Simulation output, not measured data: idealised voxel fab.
Herein follows the process module entitled voxel self aligned vias.
For reference, the cross-section in this document is cut, with width 185 nm and square cells of 5 nm.
In what follows, cross-sections appear as grids of square cells, described through bands that run from the top down, where every band is one or more rows of cells. For a band, the entry starts with two heights in nm, that of the top and then that of the bottom, and carries on with the band's materials in order from left to right, each alongside its width in nm; the word "everywhere" beside a single material means it fills the band edge to edge, and "blank" means empty space. Heights from 0 (as-received wafer is one material below). Bottom band endless downward, as "0 -> down". Graded width ("30..40"): value in top row of band = first number; value in bottom row = second number; row-to-row change constant. Where the words "no change occurred" appear for a step, the cross-section shows no cell changed by that step; every cell remained as before. "Closed cavities" enumerates empty spaces isolated from the top, with no open way to it, that contain at least 8 cells, giving each as width x height at distance from the left edge, all three in nm. Post-settings text on a step line: simulator's own remark regarding the step. overlay nm: on a step with a mask, how far right of its planned place the mask lay; negative means left.
### List of planned process steps
1. RECEIVE (material Si)
2. CONFORMAL_DEP (material SiO2; thk nm 10)
3. CONFORMAL_DEP (material SiCN; thk nm 5)
4. DIRECTIONAL_DEP (material SiO2; thk nm 30)
5. PATTERN (tone open; mask id LINES; material resist; width nm 20; pitch nm 55; thk nm 15; overlay nm 0)
6. DIRECTIONAL_ETCH (etch materials SiO2; depth nm 30)
7. STRIP (etch materials resist)
8. CONFORMAL_DEP (material TiN; thk nm 5)
9. FILL_DEP (material Ru; thk nm 10)
10. CMP (height nm 45)
11. SELECTIVE_ETCH (etch materials W Ru TiN; depth nm 5)
12. FILL_DEP (material SiN; thk nm 10)
13. CMP (height nm 45)
14. DIRECTIONAL_DEP (material SiO2; thk nm 15)
15. PATTERN (tone open; mask id VIAS; material resist; width nm 30; pitch nm 55; thk nm 20; overlay nm 0)
16. DIRECTIONAL_ETCH (etch materials SiO2; depth nm 15)
17. DIRECTIONAL_ETCH (etch materials SiN; depth nm 5)
18. STRIP (etch materials resist)
19. CONFORMAL_DEP (material TiN; thk nm 5)
20. FILL_DEP (material Cu; thk nm 10)
21. CMP (height nm 60)
22. CONFORMAL_DEP (material SiN; thk nm 5)
### First wafer, two in total, run as planned
### Wafer at receipt (post step 1), cross-section
    0 -> down: Si everywhere
    Closed cavities: none
### State of the wafer after step 2, shown in cross-section
    10 -> 0: SiO2 everywhere
    Anything lower than 0 is untouched.
### State of the wafer after step 3, shown in cross-section
    15 -> 10: SiCN everywhere
    Anything lower than 10 is untouched.
### State of the wafer after step 4, shown in cross-section
    45 -> 15: SiO2 everywhere
    Anything lower than 15 is untouched.
### State of the wafer after step 5, shown in cross-section
    60 -> 45: resist: 55 | blank: 20 | resist: 35 | blank: 20 | resist: 55
    Anything lower than 45 is untouched.
### State of the wafer after step 6, shown in cross-section
    60 -> 45: resist: 55 | blank: 20 | resist: 35 | blank: 20 | resist: 55
    45 -> 15: SiO2: 55 | blank: 20 | SiO2: 35 | blank: 20 | SiO2: 55
    Anything lower than 15 is untouched.
### State of the wafer after step 7, shown in cross-section
    45 -> 15: SiO2: 55 | blank: 20 | SiO2: 35 | blank: 20 | SiO2: 55
    Anything lower than 15 is untouched.
### State of the wafer after step 8, shown in cross-section
    50 -> 45: TiN: 60 | blank: 10 | TiN: 45 | blank: 10 | TiN: 60
    45 -> 20: SiO2: 55 | TiN: 5 | blank: 10 | TiN: 5 | SiO2: 35 | TiN: 5 | blank: 10 | TiN: 5 | SiO2: 55
    20 -> 15: SiO2: 55 | TiN: 20 | SiO2: 35 | TiN: 20 | SiO2: 55
    Anything lower than 15 is untouched.
### State of the wafer after step 9, shown in cross-section
    60 -> 50: Ru everywhere
    50 -> 45: TiN: 60 | Ru: 10 | TiN: 45 | Ru: 10 | TiN: 60
    45 -> 20: SiO2: 55 | TiN: 5 | Ru: 10 | TiN: 5 | SiO2: 35 | TiN: 5 | Ru: 10 | TiN: 5 | SiO2: 55
    Anything lower than 20 is untouched.
### State of the wafer after step 10, shown in cross-section
    45 -> 20: SiO2: 55 | TiN: 5 | Ru: 10 | TiN: 5 | SiO2: 35 | TiN: 5 | Ru: 10 | TiN: 5 | SiO2: 55
    Anything lower than 20 is untouched.
### State of the wafer after step 11, shown in cross-section
    45 -> 40: SiO2: 55 | blank: 20 | SiO2: 35 | blank: 20 | SiO2: 55
    Anything lower than 40 is untouched.
### State of the wafer after step 12, shown in cross-section
    55 -> 45: SiN everywhere
    45 -> 40: SiO2: 55 | SiN: 20 | SiO2: 35 | SiN: 20 | SiO2: 55
    Anything lower than 40 is untouched.
### State of the wafer after step 13, shown in cross-section
    45 -> 40: SiO2: 55 | SiN: 20 | SiO2: 35 | SiN: 20 | SiO2: 55
    Anything lower than 40 is untouched.
### State of the wafer after step 14, shown in cross-section
    60 -> 45: SiO2 everywhere
    Anything lower than 45 is untouched.
### State of the wafer after step 15, shown in cross-section
    80 -> 60: resist: 50 | blank: 30 | resist: 25 | blank: 30 | resist: 50
    Anything lower than 60 is untouched.
### State of the wafer after step 16, shown in cross-section
    80 -> 60: resist: 50 | blank: 30 | resist: 25 | blank: 30 | resist: 50
    60 -> 45: SiO2: 50 | blank: 30 | SiO2: 25 | blank: 30 | SiO2: 50
    Anything lower than 45 is untouched.
### State of the wafer after step 17, shown in cross-section
    80 -> 60: resist: 50 | blank: 30 | resist: 25 | blank: 30 | resist: 50
    60 -> 45: SiO2: 50 | blank: 30 | SiO2: 25 | blank: 30 | SiO2: 50
    45 -> 40: SiO2: 55 | blank: 20 | SiO2: 35 | blank: 20 | SiO2: 55
    Anything lower than 40 is untouched.
### State of the wafer after step 18, shown in cross-section
    60 -> 45: SiO2: 50 | blank: 30 | SiO2: 25 | blank: 30 | SiO2: 50
    Anything lower than 45 is untouched.
### State of the wafer after step 19, shown in cross-section
    65 -> 60: TiN: 55 | blank: 20 | TiN: 35 | blank: 20 | TiN: 55
    60 -> 50: SiO2: 50 | TiN: 5 | blank: 20 | TiN: 5 | SiO2: 25 | TiN: 5 | blank: 20 | TiN: 5 | SiO2: 50
    50 -> 45: SiO2: 50 | TiN: 10 | blank: 10 | TiN: 10 | SiO2: 25 | TiN: 10 | blank: 10 | TiN: 10 | SiO2: 50
    45 -> 40: SiO2: 55 | TiN: 20 | SiO2: 35 | TiN: 20 | SiO2: 55
    Anything lower than 40 is untouched.
### State of the wafer after step 20, shown in cross-section
    75 -> 65: Cu everywhere
    65 -> 60: TiN: 55 | Cu: 20 | TiN: 35 | Cu: 20 | TiN: 55
    60 -> 50: SiO2: 50 | TiN: 5 | Cu: 20 | TiN: 5 | SiO2: 25 | TiN: 5 | Cu: 20 | TiN: 5 | SiO2: 50
    50 -> 45: SiO2: 50 | TiN: 10 | Cu: 10 | TiN: 10 | SiO2: 25 | TiN: 10 | Cu: 10 | TiN: 10 | SiO2: 50
    Anything lower than 45 is untouched.
### State of the wafer after step 21, shown in cross-section
    60 -> 50: SiO2: 50 | TiN: 5 | Cu: 20 | TiN: 5 | SiO2: 25 | TiN: 5 | Cu: 20 | TiN: 5 | SiO2: 50
    Anything lower than 50 is untouched.
### State of the wafer after step 22, shown in cross-section
    65 -> 60: SiN everywhere
    Anything lower than 60 is untouched.
### Wafer two. Same start, same plan, one slip in execution. Same as wafer one through step 1, inclusive
### Cross-section, second wafer, at the end time the plan gives for step 2
    5 -> 0: SiCN everywhere
    Anything lower than 0 is untouched.
### Cross-section, second wafer, at the end time the plan gives for step 3
    15 -> 5: SiO2 everywhere
    Anything lower than 5 is untouched.
### Cross-section, second wafer, at the end time the plan gives for step 4
    45 -> 5: SiO2 everywhere
    Anything lower than 5 is untouched.
### Cross-section, second wafer, at the end time the plan gives for step 5
    60 -> 45: resist: 55 | blank: 20 | resist: 35 | blank: 20 | resist: 55
    Anything lower than 45 is untouched.
### Cross-section, second wafer, at the end time the plan gives for step 6
    60 -> 45: resist: 55 | blank: 20 | resist: 35 | blank: 20 | resist: 55
    45 -> 15: SiO2: 55 | blank: 20 | SiO2: 35 | blank: 20 | SiO2: 55
    Anything lower than 15 is untouched.
### Cross-section, second wafer, at the end time the plan gives for step 7
    45 -> 15: SiO2: 55 | blank: 20 | SiO2: 35 | blank: 20 | SiO2: 55
    Anything lower than 15 is untouched.
### Cross-section, second wafer, at the end time the plan gives for step 8
    50 -> 45: TiN: 60 | blank: 10 | TiN: 45 | blank: 10 | TiN: 60
    45 -> 20: SiO2: 55 | TiN: 5 | blank: 10 | TiN: 5 | SiO2: 35 | TiN: 5 | blank: 10 | TiN: 5 | SiO2: 55
    20 -> 15: SiO2: 55 | TiN: 20 | SiO2: 35 | TiN: 20 | SiO2: 55
    Anything lower than 15 is untouched.
### Cross-section, second wafer, at the end time the plan gives for step 9
    60 -> 50: Ru everywhere
    50 -> 45: TiN: 60 | Ru: 10 | TiN: 45 | Ru: 10 | TiN: 60
    45 -> 20: SiO2: 55 | TiN: 5 | Ru: 10 | TiN: 5 | SiO2: 35 | TiN: 5 | Ru: 10 | TiN: 5 | SiO2: 55
    Anything lower than 20 is untouched.
### Cross-section, second wafer, at the end time the plan gives for step 10
    45 -> 20: SiO2: 55 | TiN: 5 | Ru: 10 | TiN: 5 | SiO2: 35 | TiN: 5 | Ru: 10 | TiN: 5 | SiO2: 55
    Anything lower than 20 is untouched.
### Cross-section, second wafer, at the end time the plan gives for step 11
    45 -> 40: SiO2: 55 | blank: 20 | SiO2: 35 | blank: 20 | SiO2: 55
    Anything lower than 40 is untouched.
### Cross-section, second wafer, at the end time the plan gives for step 12
    55 -> 45: SiN everywhere
    45 -> 40: SiO2: 55 | SiN: 20 | SiO2: 35 | SiN: 20 | SiO2: 55
    Anything lower than 40 is untouched.
### Cross-section, second wafer, at the end time the plan gives for step 13
    45 -> 40: SiO2: 55 | SiN: 20 | SiO2: 35 | SiN: 20 | SiO2: 55
    Anything lower than 40 is untouched.
### Cross-section, second wafer, at the end time the plan gives for step 14
    60 -> 45: SiO2 everywhere
    Anything lower than 45 is untouched.
### Cross-section, second wafer, at the end time the plan gives for step 15
    80 -> 60: resist: 50 | blank: 30 | resist: 25 | blank: 30 | resist: 50
    Anything lower than 60 is untouched.
### Cross-section, second wafer, at the end time the plan gives for step 16
    80 -> 60: resist: 50 | blank: 30 | resist: 25 | blank: 30 | resist: 50
    60 -> 45: SiO2: 50 | blank: 30 | SiO2: 25 | blank: 30 | SiO2: 50
    Anything lower than 45 is untouched.
### Cross-section, second wafer, at the end time the plan gives for step 17
    80 -> 60: resist: 50 | blank: 30 | resist: 25 | blank: 30 | resist: 50
    60 -> 45: SiO2: 50 | blank: 30 | SiO2: 25 | blank: 30 | SiO2: 50
    45 -> 40: SiO2: 55 | blank: 20 | SiO2: 35 | blank: 20 | SiO2: 55
    Anything lower than 40 is untouched.
### Cross-section, second wafer, at the end time the plan gives for step 18
    60 -> 45: SiO2: 50 | blank: 30 | SiO2: 25 | blank: 30 | SiO2: 50
    Anything lower than 45 is untouched.
### Cross-section, second wafer, at the end time the plan gives for step 19
    65 -> 60: TiN: 55 | blank: 20 | TiN: 35 | blank: 20 | TiN: 55
    60 -> 50: SiO2: 50 | TiN: 5 | blank: 20 | TiN: 5 | SiO2: 25 | TiN: 5 | blank: 20 | TiN: 5 | SiO2: 50
    50 -> 45: SiO2: 50 | TiN: 10 | blank: 10 | TiN: 10 | SiO2: 25 | TiN: 10 | blank: 10 | TiN: 10 | SiO2: 50
    45 -> 40: SiO2: 55 | TiN: 20 | SiO2: 35 | TiN: 20 | SiO2: 55
    Anything lower than 40 is untouched.
### Cross-section, second wafer, at the end time the plan gives for step 20
    75 -> 65: Cu everywhere
    65 -> 60: TiN: 55 | Cu: 20 | TiN: 35 | Cu: 20 | TiN: 55
    60 -> 50: SiO2: 50 | TiN: 5 | Cu: 20 | TiN: 5 | SiO2: 25 | TiN: 5 | Cu: 20 | TiN: 5 | SiO2: 50
    50 -> 45: SiO2: 50 | TiN: 10 | Cu: 10 | TiN: 10 | SiO2: 25 | TiN: 10 | Cu: 10 | TiN: 10 | SiO2: 50
    Anything lower than 45 is untouched.
### Cross-section, second wafer, at the end time the plan gives for step 21
    60 -> 50: SiO2: 50 | TiN: 5 | Cu: 20 | TiN: 5 | SiO2: 25 | TiN: 5 | Cu: 20 | TiN: 5 | SiO2: 50
    Anything lower than 50 is untouched.
### Cross-section, second wafer, at the end time the plan gives for step 22
    65 -> 60: SiN everywhere
    Anything lower than 60 is untouched.
What went wrong in running the wafer? contrary to the plan, steps 2 and 3 were processed in exchanged order
At the end, the second wafer has the same number of cells of each material as the first, but those cells sit in other places.
